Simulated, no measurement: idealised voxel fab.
process module | voxel fin reveal
cross-section cut | 275 nm wide | cells 5 nm
A cross-section is a grid of square cells, given in bands from the top down. A band is one or more rows of cells.
Each band's line starts with the height of the band's top and of its bottom, in nm. Then come its materials from left to right, each with its width in nm. One material with "throughout" fills the band from edge to edge. "air" is empty space.
Height 0 is the level under which the wafer as received is all one material. The lowest band goes on downwards, as in "0 down".
A width such as "30 to 40" changes by the same amount from each row of cells to the next, from the band's top row to its bottom row.
"no change" after a step means that no cell of the cross-section changed.
closed voids: empty space of 8 cells or more with no open way to the top, each as width x height at its distance from the left edge, in nm
after a step's settings: what the simulator itself notes on the step
overlay nm, on a step with a mask: how far to the right of its planned place the mask lay; to the left if negative
plan
1 op RECEIVE | material Si
2 op CONFORMAL_DEP | material SiN | thk nm 5
3 op MASKED_ETCH | tone cover | mask id FINS | width nm 15 | pitch nm 40 | etch materials SiN | depth nm 5 | overlay nm 0
4 op MASKED_ETCH | tone cover | mask id FINS | width nm 15 | pitch nm 40 | etch materials Si | depth nm 30 | overlay nm 0
5 op OXIDIZE | depth nm 5
6 op FILL_DEP | material SiO2 | thk nm 15
7 op CMP | height nm 5
8 op SELECTIVE_ETCH | etch materials SiO2 | depth nm 15
9 op STRIP | etch materials SiN
10 op CONFORMAL_DEP | material SiO2 | thk nm 5
as received, after step 1
  0 down: Si throughout
  closed voids: none
a wafer at the end: this start, this plan, one mistake
  5 to 0: air 110 | SiO2 15 | air 25 | SiO2 15 | air 110
  0 to -20: air 110 | SiO2 5 | Si 5 | SiO2 5 | air 25 | SiO2 5 | Si 5 | SiO2 5 | air 110
  -20 to -35: SiO2 115 | Si 5 | SiO2 35 | Si 5 | SiO2 115
  -35 down: Si throughout
  closed voids: none
what went wrong: step 8 was run twice
